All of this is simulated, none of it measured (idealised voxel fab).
process module | voxel trench capacitor
cross-section cut | 215 nm wide | cells 5 nm
A cross-section is a grid of square cells, given in bands from the top down. A band is one or more rows of cells.
Each band's line starts with the height of the band's top and of its bottom, in nm. Then come its materials from left to right, each with its width in nm. One material with "throughout" fills the band from edge to edge. "air" is empty space.
Height 0 is the level under which the wafer as received is all one material. The lowest band goes on downwards, as in "0 down".
A width such as "30 to 40" changes by the same amount from each row of cells to the next, from the band's top row to its bottom row.
"no change" after a step means that no cell of the cross-section changed.
closed voids: empty space of 8 cells or more with no open way to the top, each as width x height at its distance from the left edge, in nm
after a step's settings: what the simulator itself notes on the step
overlay nm, on a step with a mask: how far to the right of its planned place the mask lay; to the left if negative
plan
1 op RECEIVE | material Si
2 op CONFORMAL_DEP | material SiN | thk nm 10
3 op DIRECTIONAL_DEP | material aC | thk nm 15
4 op PATTERN | tone open | mask id TRENCH | material resist | width nm 30 | pitch nm 50 | thk nm 30 | overlay nm 0
5 op DIRECTIONAL_ETCH | etch materials aC | depth nm 15
6 op STRIP | etch materials resist
7 op DIRECTIONAL_ETCH | etch materials SiN | depth nm 10
8 op DIRECTIONAL_ETCH | etch materials Si | depth nm 35
9 op STRIP | etch materials aC
10 op CONFORMAL_DEP | material HfO2 | thk nm 5
11 op CONFORMAL_DEP | material TiN | thk nm 5
12 op FILL_DEP | material W | thk nm 10
13 op CMP | height nm 10
first wafer, as planned
as received, after step 1
  0 down: Si throughout
  closed voids: none
after step 2
  10 to 0: SiN throughout
  below 0: unchanged
after step 3
  25 to 10: aC throughout
  below 10: unchanged
after step 4
  55 to 25: resist 15 | air 30 | resist 20 | air 30 | resist 20 | air 30 | resist 20 | air 30 | resist 20
  below 25: unchanged
after step 5
  40 to 25: resist 15 | air 30 | resist 20 | air 30 | resist 20 | air 30 | resist 20 | air 30 | resist 20
  25 to 10: aC 15 | air 30 | aC 20 | air 30 | aC 20 | air 30 | aC 20 | air 30 | aC 20
  below 10: unchanged
after step 6
  25 to 10: aC 15 | air 30 | aC 20 | air 30 | aC 20 | air 30 | aC 20 | air 30 | aC 20
  below 10: unchanged
after step 7
  25 to 10: aC 15 | air 30 | aC 20 | air 30 | aC 20 | air 30 | aC 20 | air 30 | aC 20
  10 to 0: SiN 15 | air 30 | SiN 20 | air 30 | SiN 20 | air 30 | SiN 20 | air 30 | SiN 20
  below 0: unchanged
after step 8
  25 to 10: aC 15 | air 30 | aC 20 | air 30 | aC 20 | air 30 | aC 20 | air 30 | aC 20
  10 to 0: SiN 15 | air 30 | SiN 20 | air 30 | SiN 20 | air 30 | SiN 20 | air 30 | SiN 20
  0 to -35: Si 15 | air 30 | Si 20 | air 30 | Si 20 | air 30 | Si 20 | air 30 | Si 20
  below -35: unchanged
after step 9
  10 to 0: SiN 15 | air 30 | SiN 20 | air 30 | SiN 20 | air 30 | SiN 20 | air 30 | SiN 20
  below 0: unchanged
after step 10
  15 to 10: HfO2 20 | air 20 | HfO2 30 | air 20 | HfO2 30 | air 20 | HfO2 30 | air 20 | HfO2 25
  10 to 0: SiN 15 | HfO2 5 | air 20 | HfO2 5 | SiN 20 | HfO2 5 | air 20 | HfO2 5 | SiN 20 | HfO2 5 | air 20 | HfO2 5 | SiN 20 | HfO2 5 | air 20 | HfO2 5 | SiN 20
  0 to -30: Si 15 | HfO2 5 | air 20 | HfO2 5 | Si 20 | HfO2 5 | air 20 | HfO2 5 | Si 20 | HfO2 5 | air 20 | HfO2 5 | Si 20 | HfO2 5 | air 20 | HfO2 5 | Si 20
  -30 to -35: Si 15 | HfO2 30 | Si 20 | HfO2 30 | Si 20 | HfO2 30 | Si 20 | HfO2 30 | Si 20
  below -35: unchanged
after step 11
  20 to 15: TiN 25 | air 10 | TiN 40 | air 10 | TiN 40 | air 10 | TiN 40 | air 10 | TiN 30
  15 to 10: HfO2 20 | TiN 5 | air 10 | TiN 5 | HfO2 30 | TiN 5 | air 10 | TiN 5 | HfO2 30 | TiN 5 | air 10 | TiN 5 | HfO2 30 | TiN 5 | air 10 | TiN 5 | HfO2 25
  10 to 0: SiN 15 | HfO2 5 | TiN 5 | air 10 | TiN 5 | HfO2 5 | SiN 20 | HfO2 5 | TiN 5 | air 10 | TiN 5 | HfO2 5 | SiN 20 | HfO2 5 | TiN 5 | air 10 | TiN 5 | HfO2 5 | SiN 20 | HfO2 5 | TiN 5 | air 10 | TiN 5 | HfO2 5 | SiN 20
  0 to -25: Si 15 | HfO2 5 | TiN 5 | air 10 | TiN 5 | HfO2 5 | Si 20 | HfO2 5 | TiN 5 | air 10 | TiN 5 | HfO2 5 | Si 20 | HfO2 5 | TiN 5 | air 10 | TiN 5 | HfO2 5 | Si 20 | HfO2 5 | TiN 5 | air 10 | TiN 5 | HfO2 5 | Si 20
  -25 to -30: Si 15 | HfO2 5 | TiN 20 | HfO2 5 | Si 20 | HfO2 5 | TiN 20 | HfO2 5 | Si 20 | HfO2 5 | TiN 20 | HfO2 5 | Si 20 | HfO2 5 | TiN 20 | HfO2 5 | Si 20
  below -30: unchanged
after step 12
  30 to 20: W throughout
  20 to 15: TiN 25 | W 10 | TiN 40 | W 10 | TiN 40 | W 10 | TiN 40 | W 10 | TiN 30
  15 to 10: HfO2 20 | TiN 5 | W 10 | TiN 5 | HfO2 30 | TiN 5 | W 10 | TiN 5 | HfO2 30 | TiN 5 | W 10 | TiN 5 | HfO2 30 | TiN 5 | W 10 | TiN 5 | HfO2 25
  10 to 0: SiN 15 | HfO2 5 | TiN 5 | W 10 | TiN 5 | HfO2 5 | SiN 20 | HfO2 5 | TiN 5 | W 10 | TiN 5 | HfO2 5 | SiN 20 | HfO2 5 | TiN 5 | W 10 | TiN 5 | HfO2 5 | SiN 20 | HfO2 5 | TiN 5 | W 10 | TiN 5 | HfO2 5 | SiN 20
  0 to -25: Si 15 | HfO2 5 | TiN 5 | W 10 | TiN 5 | HfO2 5 | Si 20 | HfO2 5 | TiN 5 | W 10 | TiN 5 | HfO2 5 | Si 20 | HfO2 5 | TiN 5 | W 10 | TiN 5 | HfO2 5 | Si 20 | HfO2 5 | TiN 5 | W 10 | TiN 5 | HfO2 5 | Si 20
  below -25: unchanged
after step 13
  10 to 0: SiN 15 | HfO2 5 | TiN 5 | W 10 | TiN 5 | HfO2 5 | SiN 20 | HfO2 5 | TiN 5 | W 10 | TiN 5 | HfO2 5 | SiN 20 | HfO2 5 | TiN 5 | W 10 | TiN 5 | HfO2 5 | SiN 20 | HfO2 5 | TiN 5 | W 10 | TiN 5 | HfO2 5 | SiN 20
  below 0: unchanged
second wafer: like start, like plan, one mistake. Through step 3 it matches the first wafer
when step 4 should have ended
  55 to 25: resist 20 | air 30 | resist 20 | air 30 | resist 20 | air 30 | resist 20 | air 30 | resist 15
  below 25: unchanged
when step 5 should have ended
  40 to 25: resist 20 | air 30 | resist 20 | air 30 | resist 20 | air 30 | resist 20 | air 30 | resist 15
  25 to 10: aC 20 | air 30 | aC 20 | air 30 | aC 20 | air 30 | aC 20 | air 30 | aC 15
  below 10: unchanged
when step 6 should have ended
  25 to 10: aC 20 | air 30 | aC 20 | air 30 | aC 20 | air 30 | aC 20 | air 30 | aC 15
  below 10: unchanged
when step 7 should have ended
  25 to 10: aC 20 | air 30 | aC 20 | air 30 | aC 20 | air 30 | aC 20 | air 30 | aC 15
  10 to 0: SiN 20 | air 30 | SiN 20 | air 30 | SiN 20 | air 30 | SiN 20 | air 30 | SiN 15
  below 0: unchanged
when step 8 should have ended
  25 to 10: aC 20 | air 30 | aC 20 | air 30 | aC 20 | air 30 | aC 20 | air 30 | aC 15
  10 to 0: SiN 20 | air 30 | SiN 20 | air 30 | SiN 20 | air 30 | SiN 20 | air 30 | SiN 15
  0 to -35: Si 20 | air 30 | Si 20 | air 30 | Si 20 | air 30 | Si 20 | air 30 | Si 15
  below -35: unchanged
when step 9 should have ended
  10 to 0: SiN 20 | air 30 | SiN 20 | air 30 | SiN 20 | air 30 | SiN 20 | air 30 | SiN 15
  below 0: unchanged
when step 10 should have ended
  15 to 10: HfO2 25 | air 20 | HfO2 30 | air 20 | HfO2 30 | air 20 | HfO2 30 | air 20 | HfO2 20
  10 to 0: SiN 20 | HfO2 5 | air 20 | HfO2 5 | SiN 20 | HfO2 5 | air 20 | HfO2 5 | SiN 20 | HfO2 5 | air 20 | HfO2 5 | SiN 20 | HfO2 5 | air 20 | HfO2 5 | SiN 15
  0 to -30: Si 20 | HfO2 5 | air 20 | HfO2 5 | Si 20 | HfO2 5 | air 20 | HfO2 5 | Si 20 | HfO2 5 | air 20 | HfO2 5 | Si 20 | HfO2 5 | air 20 | HfO2 5 | Si 15
  -30 to -35: Si 20 | HfO2 30 | Si 20 | HfO2 30 | Si 20 | HfO2 30 | Si 20 | HfO2 30 | Si 15
  below -35: unchanged
when step 11 should have ended
  20 to 15: TiN 30 | air 10 | TiN 40 | air 10 | TiN 40 | air 10 | TiN 40 | air 10 | TiN 25
  15 to 10: HfO2 25 | TiN 5 | air 10 | TiN 5 | HfO2 30 | TiN 5 | air 10 | TiN 5 | HfO2 30 | TiN 5 | air 10 | TiN 5 | HfO2 30 | TiN 5 | air 10 | TiN 5 | HfO2 20
  10 to 0: SiN 20 | HfO2 5 | TiN 5 | air 10 | TiN 5 | HfO2 5 | SiN 20 | HfO2 5 | TiN 5 | air 10 | TiN 5 | HfO2 5 | SiN 20 | HfO2 5 | TiN 5 | air 10 | TiN 5 | HfO2 5 | SiN 20 | HfO2 5 | TiN 5 | air 10 | TiN 5 | HfO2 5 | SiN 15
  0 to -25: Si 20 | HfO2 5 | TiN 5 | air 10 | TiN 5 | HfO2 5 | Si 20 | HfO2 5 | TiN 5 | air 10 | TiN 5 | HfO2 5 | Si 20 | HfO2 5 | TiN 5 | air 10 | TiN 5 | HfO2 5 | Si 20 | HfO2 5 | TiN 5 | air 10 | TiN 5 | HfO2 5 | Si 15
  -25 to -30: Si 20 | HfO2 5 | TiN 20 | HfO2 5 | Si 20 | HfO2 5 | TiN 20 | HfO2 5 | Si 20 | HfO2 5 | TiN 20 | HfO2 5 | Si 20 | HfO2 5 | TiN 20 | HfO2 5 | Si 15
  below -30: unchanged
when step 12 should have ended
  30 to 20: W throughout
  20 to 15: TiN 30 | W 10 | TiN 40 | W 10 | TiN 40 | W 10 | TiN 40 | W 10 | TiN 25
  15 to 10: HfO2 25 | TiN 5 | W 10 | TiN 5 | HfO2 30 | TiN 5 | W 10 | TiN 5 | HfO2 30 | TiN 5 | W 10 | TiN 5 | HfO2 30 | TiN 5 | W 10 | TiN 5 | HfO2 20
  10 to 0: SiN 20 | HfO2 5 | TiN 5 | W 10 | TiN 5 | HfO2 5 | SiN 20 | HfO2 5 | TiN 5 | W 10 | TiN 5 | HfO2 5 | SiN 20 | HfO2 5 | TiN 5 | W 10 | TiN 5 | HfO2 5 | SiN 20 | HfO2 5 | TiN 5 | W 10 | TiN 5 | HfO2 5 | SiN 15
  0 to -25: Si 20 | HfO2 5 | TiN 5 | W 10 | TiN 5 | HfO2 5 | Si 20 | HfO2 5 | TiN 5 | W 10 | TiN 5 | HfO2 5 | Si 20 | HfO2 5 | TiN 5 | W 10 | TiN 5 | HfO2 5 | Si 20 | HfO2 5 | TiN 5 | W 10 | TiN 5 | HfO2 5 | Si 15
  below -25: unchanged
when step 13 should have ended
  10 to 0: SiN 20 | HfO2 5 | TiN 5 | W 10 | TiN 5 | HfO2 5 | SiN 20 | HfO2 5 | TiN 5 | W 10 | TiN 5 | HfO2 5 | SiN 20 | HfO2 5 | TiN 5 | W 10 | TiN 5 | HfO2 5 | SiN 20 | HfO2 5 | TiN 5 | W 10 | TiN 5 | HfO2 5 | SiN 15
  below 0: unchanged
what went wrong: step 4 ran as: op PATTERN | tone open | mask id TRENCH | material resist | width nm 30 | pitch nm 50 | thk nm 30 | overlay nm 5
at the end the second wafer has, in cells: as many of each material as the first, in other places
